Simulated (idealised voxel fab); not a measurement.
Proc. module: voxel lift off
Displayed cross-section: cut, width of 215 nm, square cells sized 5 nm.
We lay out every cross-section as a grid of square cells and spell it out in bands from the top down, where one band means one or more rows of cells. First you get the band's top height and its bottom height, in nm, and then the materials it's made of, left to right, with each width in nm. If you see a single material with "edge to edge", that one covers the band edge to edge. "air" is empty space. We count height from 0. Below that, the starting wafer is all one material. The lowest band never ends at the bottom but goes on down; see "0 -> down" for how that is written. With a width like "30 to 40", each row of cells in the band differs from the next by the same amount, the top row carrying the first number and the bottom row the second. Given "no alteration" for a step, no cell of the cross-section differs between before and after that step. Heads up: "Sealed internal cavities" only lists the empty pockets with no open path to the top that are 8 cells or more, and it writes them as width x height at distance, distance from the left edge, in nm. Text after the settings on a step's line: the simulator's own remark on that step. "overlay nm", when on a step's line for a step with a mask, measures how far to the right of its planned place the mask lay; a negative measure means to the left.

[Planned process steps]
1,RECEIVE: material Si
2,CONFORMAL_DEP: material Al2O3, thk nm 15
3,PATTERN: tone open, mask id LINES, material resist, width nm 15, pitch nm 30, thk nm 20, overlay nm 0
4,DIRECTIONAL_DEP: material Ru, thk nm 10
5,STRIP: etch materials resist
6,CONFORMAL_DEP: material SiO2, thk nm 5

[Cross-section of the wafer upon arrival, representing the state reached after step 1]
    0 -> down = Si edge to edge
    Sealed internal cavities: none

[Here's the cross-section of the first of our two wafers at the end of the module - it ran as planned]
    30 -> 25 = air=80, SiO2=25, air=5, SiO2=25, air=80
    25 -> 20 = air=80, SiO2=5, Ru=15, SiO2=5, air=5, SiO2=5, Ru=15, SiO2=5, air=80
    20 -> 15 = SiO2=85, Ru=15, SiO2=15, Ru=15, SiO2=85
    15 -> 0 = Al2O3 edge to edge
    0 -> down = Si edge to edge
    Sealed internal cavities: none

[Module end: cross-section of wafer two of two. Same start and process plan as the first wafer. One mistake during execution]
    30 -> 25 = air=80, SiO2=25, air=5, SiO2=25, air=80
    25 -> 20 = air=80, SiO2=5, Ru=15, SiO2=5, air=5, SiO2=5, Ru=15, SiO2=5, air=80
    20 -> 15 = SiO2=85, Ru=15, SiO2=15, Ru=15, SiO2=85
    15 -> 0 = Ru edge to edge
    0 -> down = Si edge to edge
    Sealed internal cavities: none
what went wrong: step 2 did not use the planned setting and instead ran as CONFORMAL_DEP: material Ru, thk nm 15
In the final state, the cell counts of the second wafer exceed or fall short of those of the first for the following materials: 129 fewer of Al2O3; 129 more of Ru
